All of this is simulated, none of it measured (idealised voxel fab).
process module | voxel ribs on slabs
cross-section cut | 240 nm wide | cells 5 nm
A cross-section is a grid of square cells, given in bands from the top down. A band is one or more rows of cells.
Each band's line starts with the height of the band's top and of its bottom, in nm. Then come its materials from left to right, each with its width in nm. One material with "throughout" fills the band from edge to edge. "air" is empty space.
Height 0 is the level under which the wafer as received is all one material. The lowest band goes on downwards, as in "0 down".
A width such as "30 to 40" changes by the same amount from each row of cells to the next, from the band's top row to its bottom row.
"no change" after a step means that no cell of the cross-section changed.
closed voids: empty space of 8 cells or more with no open way to the top, each as width x height at its distance from the left edge, in nm
after a step's settings: what the simulator itself notes on the step
overlay nm, on a step with a mask: how far to the right of its planned place the mask lay; to the left if negative
plan
1 op RECEIVE | material Si
2 op DIRECTIONAL_DEP | material SiO2 | thk nm 30
3 op DIRECTIONAL_DEP | material SiN | thk nm 20
4 op MASKED_ETCH | tone cover | mask id RIB | width nm 30 | etch materials SiN | depth nm 10 | overlay nm 0
5 op PATTERN | tone cover | mask id SLAB | material resist | width nm 60 | thk nm 20 | overlay nm 0
6 op DIRECTIONAL_ETCH | etch materials SiN | depth nm 10
7 op STRIP | etch materials resist
8 op FILL_DEP | material SiO2 | thk nm 20
9 op CMP | height nm 60
10 op DIRECTIONAL_DEP | material TiN | thk nm 10
11 op MASKED_ETCH | tone cover | mask id HEATER | width nm 40 | etch materials TiN | depth nm 10 | overlay nm 0
12 op CONFORMAL_DEP | material SiO2 | thk nm 5
as received, after step 1
  0 down: Si throughout
  closed voids: none
first wafer at the end, as planned
  75 to 70: air 95 | SiO2 50 | air 95
  70 to 65: air 95 | SiO2 5 | TiN 40 | SiO2 5 | air 95
  65 to 60: SiO2 100 | TiN 40 | SiO2 100
  60 to 50: SiO2 throughout
  50 to 40: SiO2 105 | SiN 30 | SiO2 105
  40 to 30: SiO2 90 | SiN 60 | SiO2 90
  30 to 0: SiO2 throughout
  0 down: Si throughout
  closed voids: none
second wafer at the end: like start, like plan, one mistake
  75 to 70: air 95 | SiO2 50 | air 95
  70 to 65: air 95 | SiO2 5 | TiN 40 | SiO2 5 | air 95
  65 to 60: SiO2 100 | TiN 40 | SiO2 100
  60 to 50: SiO2 90 | SiN 60 | SiO2 90
  50 to 30: SiN throughout
  30 to 0: SiO2 throughout
  0 down: Si throughout
  closed voids: none
what went wrong: step 3 was run twice
at the end the second wafer has, in cells: 180 more of SiN | 180 fewer of SiO2
